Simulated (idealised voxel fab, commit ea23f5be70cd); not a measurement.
voxel capacitor over wiring: a process module
The cross-section on display is named cut; it measures 220 nm wide, and its cells are 5 nm squares.
In what follows, cross-sections appear as grids of square cells, described through bands that run from the top down, where every band is one or more rows of cells. Band entry format. Leading values: height of top, height of bottom, nm. Remainder: materials in left-to-right order, each with its width in nm. Special words: "throughout" on a single material, which then fills the band edge to edge; "blank", empty space. Below 0: as-received wafer, all one material; heights counted from there. Lowest band: no bottom, goes on down, written "0 nm and below". The notation "30 to 40" denotes a width that varies across the rows of cells in the band, beginning at the first number in the top row, finishing at the second number in the bottom row, and changing by an identical amount from each row to the next. Take "no change" at face value: in the step it is given for, the cross-section changed in none of its cells. "Closed empty spaces" enumerates empty spaces isolated from the top, with no open way to it, that contain at least 8 cells, giving each as width x height at distance from the left edge, all three in nm. after a step's settings: what the simulator itself notes on the step. The setting "overlay nm" may be written on the line of a step. When the step uses a mask, the value reports how far to the right of the planned place the mask lay, and a negative value reports that it lay to the left.

## Listed below are the process steps as planned
1: RECEIVE [material Si]
2: CONFORMAL_DEP [material SiO2] [thk nm 15]
3: DIRECTIONAL_DEP [material TiN] [thk nm 5]
4: DIRECTIONAL_DEP [material Ru] [thk nm 15]
5: DIRECTIONAL_DEP [material aC] [thk nm 10]
6: PATTERN [tone cover] [mask id METAL_1] [material resist] [width nm 25] [pitch nm 85] [thk nm 30] [overlay nm 0]
7: DIRECTIONAL_ETCH [etch materials aC] [depth nm 10]
8: STRIP [etch materials resist]
9: DIRECTIONAL_ETCH [etch materials Ru] [depth nm 15]
10: DIRECTIONAL_ETCH [etch materials TiN] [depth nm 5]
11: STRIP [etch materials aC]
12: CONFORMAL_DEP [material SiN] [thk nm 5]
13: FILL_DEP [material SiO2] [thk nm 5]
14: CMP [height nm 35]
15: CONFORMAL_DEP [material SiCN] [thk nm 5]
16: DIRECTIONAL_DEP [material lowk] [thk nm 20]
17: PATTERN [tone open] [mask id PLUG_1] [material resist] [width nm 15] [thk nm 15] [overlay nm 0]
18: DIRECTIONAL_ETCH [etch materials lowk] [depth nm 20]
19: DIRECTIONAL_ETCH [etch materials SiCN] [depth nm 5]
20: STRIP [etch materials resist]
21: EPI [material Ru] [thk nm 10]
22: EPI [material Ru] [thk nm 10]
23: EPI [material Ru] [thk nm 5]
24: DIRECTIONAL_DEP [material TiN] [thk nm 10]
25: DIRECTIONAL_DEP [material Al2O3] [thk nm 5]
26: DIRECTIONAL_DEP [material TiN] [thk nm 5]
27: MASKED_ETCH [tone cover] [mask id UPPER_PLATE] [width nm 65] [etch materials TiN] [depth nm 5] [overlay nm 0]
28: MASKED_ETCH [tone cover] [mask id UPPER_PLATE] [width nm 65] [etch materials Al2O3] [depth nm 5] [overlay nm 0]
29: PATTERN [tone cover] [mask id LOWER_PLATE] [material resist] [width nm 75] [thk nm 20] [overlay nm 0]
30: DIRECTIONAL_ETCH [etch materials TiN] [depth nm 10]
31: STRIP [etch materials resist]
32: FILL_DEP [material SiO2] [thk nm 15]
33: CMP [height nm 90]
34: DIRECTIONAL_DEP [material aC] [thk nm 10]
35: PATTERN [tone open] [mask id PLUG_2] [material resist] [width nm 15] [thk nm 30] [overlay nm 0]
36: DIRECTIONAL_ETCH [etch materials aC] [depth nm 10]
37: STRIP [etch materials resist]
38: DIRECTIONAL_ETCH [etch materials SiO2] [depth nm 10]
39: STRIP [etch materials aC]
40: CONFORMAL_DEP [material TiN] [thk nm 5]
41: FILL_DEP [material W] [thk nm 5]
42: CMP [height nm 90]
43: CONFORMAL_DEP [material SiCN] [thk nm 5]

## Incoming wafer in cross-section (state: after step 1)
0 nm and below | Si throughout
Closed empty spaces: none

## Wafer cross-section at module end: first of two, run to plan
95 nm to 90 nm | SiCN throughout
90 nm to 85 nm | SiO2: 75 / TiN: 5 / W: 5 / TiN: 5 / SiO2: 130
85 nm to 75 nm | SiO2: 75 to 65 / TiN: 15 to 65 / SiO2: 130 to 90
75 nm to 70 nm | SiO2: 65 / Al2O3: 65 / SiO2: 90
70 nm to 60 nm | SiO2: 60 / TiN: 75 / SiO2: 85
60 nm to 40 nm | lowk: 65 / Ru: 15 / lowk: 140
40 nm to 35 nm | SiCN: 65 / Ru: 15 / SiCN: 140
35 nm to 20 nm | SiO2: 50 / SiN: 5 / Ru: 25 / SiN: 5 / SiO2: 50 / SiN: 5 / Ru: 25 / SiN: 5 / SiO2: 50
20 nm to 15 nm | SiN: 55 / TiN: 25 / SiN: 60 / TiN: 25 / SiN: 55
15 nm to 0 nm | SiO2 throughout
0 nm and below | Si throughout
Closed empty spaces: none

## Wafer two, sectioned after the module: the first wafer's start, the first wafer's plan, and one mistake in how it was run
95 nm to 90 nm | SiCN throughout
90 nm to 80 nm | SiO2: 75 / TiN: 15 to 55 / SiO2: 130 to 90
80 nm to 75 nm | SiO2: 80 / Al2O3: 50 / SiO2: 90
75 nm to 65 nm | SiO2: 60 / TiN: 5 / SiO2: 15 / TiN: 55 / SiO2: 85
65 nm to 60 nm | lowk: 65 / SiO2: 15 / lowk: 140
60 nm to 55 nm | lowk: 65 / TiN: 15 / lowk: 140
55 nm to 50 nm | lowk: 65 / Al2O3: 15 / lowk: 140
50 nm to 45 nm | lowk: 65 / TiN: 15 / lowk: 140
45 nm to 40 nm | SiCN: 65 / TiN: 15 / SiCN: 140
40 nm to 35 nm | SiO2: 50 / SiN: 35 / SiO2: 50 / SiN: 35 / SiO2: 50
35 nm to 20 nm | SiO2: 50 / SiN: 5 / Ru: 25 / SiN: 5 / SiO2: 50 / SiN: 5 / Ru: 25 / SiN: 5 / SiO2: 50
20 nm to 15 nm | SiN: 55 / TiN: 25 / SiN: 60 / TiN: 25 / SiN: 55
15 nm to 0 nm | SiO2 throughout
0 nm and below | Si throughout
Closed empty spaces: none
Short version of what went wrong: heads up, step 14 didn't go per plan, it actually ran as CMP [height nm 40]
at the end the second wafer has, in cells: -15 Ru, +14 SiN, +3 SiO2, -1 TiN, -1 W
